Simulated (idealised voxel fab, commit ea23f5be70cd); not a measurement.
Process module under the name voxel lift off
Section cut is 250 nm wide and gridded with 5 nm square cells.
We lay out every cross-section as a grid of square cells and spell it out in bands from the top down, where one band means one or more rows of cells. It is stipulated that each band's entry specify, in nanometres, the height of the top of the band and then that of its bottom, followed by the materials of the band in left-to-right sequence, each together with its width in nanometres. A single material marked by the word "all across" is understood to fill the band from edge to edge; the word "blank" is understood to denote empty space. Below 0: as-received wafer, all one material; heights counted from there. Lowest band: no bottom, goes on down, written "0 down". A two-number width, for instance "30..40", indicates that the width is equal to the first number in the top row of the band and to the second number in the bottom row, and that it changes by a constant amount per row of cells. Basically "no alteration" means that step didn't change any cell in the cross-section. Any empty space of 8 cells or more lacking an open way to the top shows up in "Enclosed void catalog" as width x height at distance, distance from the left edge, in nm. What comes after the settings on a step's line is commentary from the simulator itself on that step. For masked steps, "overlay nm" on the step line gives how far right of plan the mask actually lay; a minus sign means it lay to the left.
[Steps planned for the process]
1,RECEIVE with material Si
2,CONFORMAL_DEP with material SiO2, thk nm 10
3,PATTERN with tone open, mask id LINES, material resist, width nm 15, pitch nm 40, thk nm 25, overlay nm 0
4,DIRECTIONAL_DEP with material Ru, thk nm 15
5,STRIP with etch materials resist
6,CONFORMAL_DEP with material SiO2, thk nm 5
[The first of the two wafers, which ran as planned]
[Received-state cross-section, reflecting completion of step 1]
- 0 down | Si all across
- Enclosed void catalog: none
[Cross-section through the wafer, step 2 finished]
- 10 to 0 | SiO2 all across
- Below 0, the layers are the same as they were.
[Cross-section through the wafer, step 3 finished]
- 35 to 10 | resist (55) | blank (15) | resist (25) | blank (15) | resist (25) | blank (15) | resist (25) | blank (15) | resist (60)
- Below 10, the layers are the same as they were.
[Cross-section through the wafer, step 4 finished]
- 50 to 35 | Ru (55) | blank (15) | Ru (25) | blank (15) | Ru (25) | blank (15) | Ru (25) | blank (15) | Ru (60)
- 35 to 25 | resist (55) | blank (15) | resist (25) | blank (15) | resist (25) | blank (15) | resist (25) | blank (15) | resist (60)
- 25 to 10 | resist (55) | Ru (15) | resist (25) | Ru (15) | resist (25) | Ru (15) | resist (25) | Ru (15) | resist (60)
- Below 10, the layers are the same as they were.
[Cross-section through the wafer, step 5 finished]
- 25 to 10 | blank (55) | Ru (15) | blank (25) | Ru (15) | blank (25) | Ru (15) | blank (25) | Ru (15) | blank (60)
- Below 10, the layers are the same as they were.
[Cross-section through the wafer, step 6 finished]
- 30 to 25 | blank (50) | SiO2 (25) | blank (15) | SiO2 (25) | blank (15) | SiO2 (25) | blank (15) | SiO2 (25) | blank (55)
- 25 to 15 | blank (50) | SiO2 (5) | Ru (15) | SiO2 (5) | blank (15) | SiO2 (5) | Ru (15) | SiO2 (5) | blank (15) | SiO2 (5) | Ru (15) | SiO2 (5) | blank (15) | SiO2 (5) | Ru (15) | SiO2 (5) | blank (55)
- 15 to 10 | SiO2 (55) | Ru (15) | SiO2 (25) | Ru (15) | SiO2 (25) | Ru (15) | SiO2 (25) | Ru (15) | SiO2 (60)
- Below 10, the layers are the same as they were.
[The second wafer began exactly as the first did and followed the same plan, but one mistake was made while running it; through step 2 inclusive, the two wafers are identical]
[Cross-section of the second wafer when, according to plan, step 3 should have finished]
- 35 to 10 | resist (65) | blank (15) | resist (25) | blank (15) | resist (25) | blank (15) | resist (25) | blank (15) | resist (50)
- Below 10, the layers are the same as they were.
[Cross-section of the second wafer when, according to plan, step 4 should have finished]
- 50 to 35 | Ru (65) | blank (15) | Ru (25) | blank (15) | Ru (25) | blank (15) | Ru (25) | blank (15) | Ru (50)
- 35 to 25 | resist (65) | blank (15) | resist (25) | blank (15) | resist (25) | blank (15) | resist (25) | blank (15) | resist (50)
- 25 to 10 | resist (65) | Ru (15) | resist (25) | Ru (15) | resist (25) | Ru (15) | resist (25) | Ru (15) | resist (50)
- Below 10, the layers are the same as they were.
[Cross-section of the second wafer when, according to plan, step 5 should have finished]
- 25 to 10 | blank (65) | Ru (15) | blank (25) | Ru (15) | blank (25) | Ru (15) | blank (25) | Ru (15) | blank (50)
- Below 10, the layers are the same as they were.
[Cross-section of the second wafer when, according to plan, step 6 should have finished]
- 30 to 25 | blank (60) | SiO2 (25) | blank (15) | SiO2 (25) | blank (15) | SiO2 (25) | blank (15) | SiO2 (25) | blank (45)
- 25 to 15 | blank (60) | SiO2 (5) | Ru (15) | SiO2 (5) | blank (15) | SiO2 (5) | Ru (15) | SiO2 (5) | blank (15) | SiO2 (5) | Ru (15) | SiO2 (5) | blank (15) | SiO2 (5) | Ru (15) | SiO2 (5) | blank (45)
- 15 to 10 | SiO2 (65) | Ru (15) | SiO2 (25) | Ru (15) | SiO2 (25) | Ru (15) | SiO2 (25) | Ru (15) | SiO2 (50)
- Below 10, the layers are the same as they were.
Where did the run depart from the plan? step 3 was run on a setting that differed from the plan, and what really ran there is PATTERN with tone open, mask id LINES, material resist, width nm 15, pitch nm 40, thk nm 25, overlay nm 10
At the close, every material occupies the same number of cells on the second wafer as on the first, only in different positions.
